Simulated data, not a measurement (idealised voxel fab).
process module | voxel self aligned contacts
cross-section cut | 210 nm wide | cells 5 nm
A cross-section is a grid of square cells, given in bands from the top down. A band is one or more rows of cells.
Each band's line starts with the height of the band's top and of its bottom, in nm. Then come its materials from left to right, each with its width in nm. One material with "throughout" fills the band from edge to edge. "air" is empty space.
Height 0 is the level under which the wafer as received is all one material. The lowest band goes on downwards, as in "0 down".
A width such as "30 to 40" changes by the same amount from each row of cells to the next, from the band's top row to its bottom row.
"no change" after a step means that no cell of the cross-section changed.
closed voids: empty space of 8 cells or more with no open way to the top, each as width x height at its distance from the left edge, in nm
after a step's settings: what the simulator itself notes on the step
overlay nm, on a step with a mask: how far to the right of its planned place the mask lay; to the left if negative
plan
1 op RECEIVE | material Si
2 op CONFORMAL_DEP | material SiO2 | thk nm 5
3 op DIRECTIONAL_DEP | material polySi | thk nm 20
4 op DIRECTIONAL_DEP | material SiN | thk nm 15
5 op DIRECTIONAL_DEP | material aC | thk nm 10
6 op PATTERN | tone cover | mask id GATE | material resist | width nm 35 | pitch nm 60 | thk nm 25 | overlay nm 0
7 op DIRECTIONAL_ETCH | etch materials aC | depth nm 10
8 op STRIP | etch materials resist
9 op DIRECTIONAL_ETCH | etch materials SiN | depth nm 15
10 op DIRECTIONAL_ETCH | etch materials polySi | depth nm 20
11 op STRIP | etch materials aC
12 op CONFORMAL_DEP | material SiN | thk nm 5
13 op DIRECTIONAL_ETCH | etch materials SiN | depth nm 5
14 op FILL_DEP | material SiO2 | thk nm 10
15 op CMP | height nm 45
16 op PATTERN | tone open | mask id CONTACT | material resist | width nm 35 | thk nm 15 | overlay nm 0
17 op DIRECTIONAL_ETCH | etch materials SiO2 | depth nm 45
18 op STRIP | etch materials resist
19 op CONFORMAL_DEP | material TiN | thk nm 5
20 op FILL_DEP | material W | thk nm 10
21 op CMP | height nm 45
22 op CONFORMAL_DEP | material SiCN | thk nm 5
as received, after step 1
  0 down: Si throughout
  closed voids: none
a wafer at the end: this start, this plan, one mistake
  50 to 45: SiCN throughout
  45 to 40: SiO2 85 | TiN 25 | W 5 | TiN 5 | SiO2 90
  40 to 25: SiO2 60 | SiN 45 | TiN 5 | W 5 | TiN 5 | SiN 45 | SiO2 45
  25 to 5: SiO2 60 | SiN 5 | polySi 35 | SiN 5 | TiN 5 | W 5 | TiN 5 | SiN 5 | polySi 35 | SiN 5 | SiO2 45
  5 to 0: SiO2 105 | TiN 15 | SiO2 90
  0 down: Si throughout
  closed voids: none
what went wrong: step 6 ran as: op PATTERN | tone cover | mask id GATE | material resist | width nm 35 | pitch nm 60 | thk nm 25 | overlay nm 10
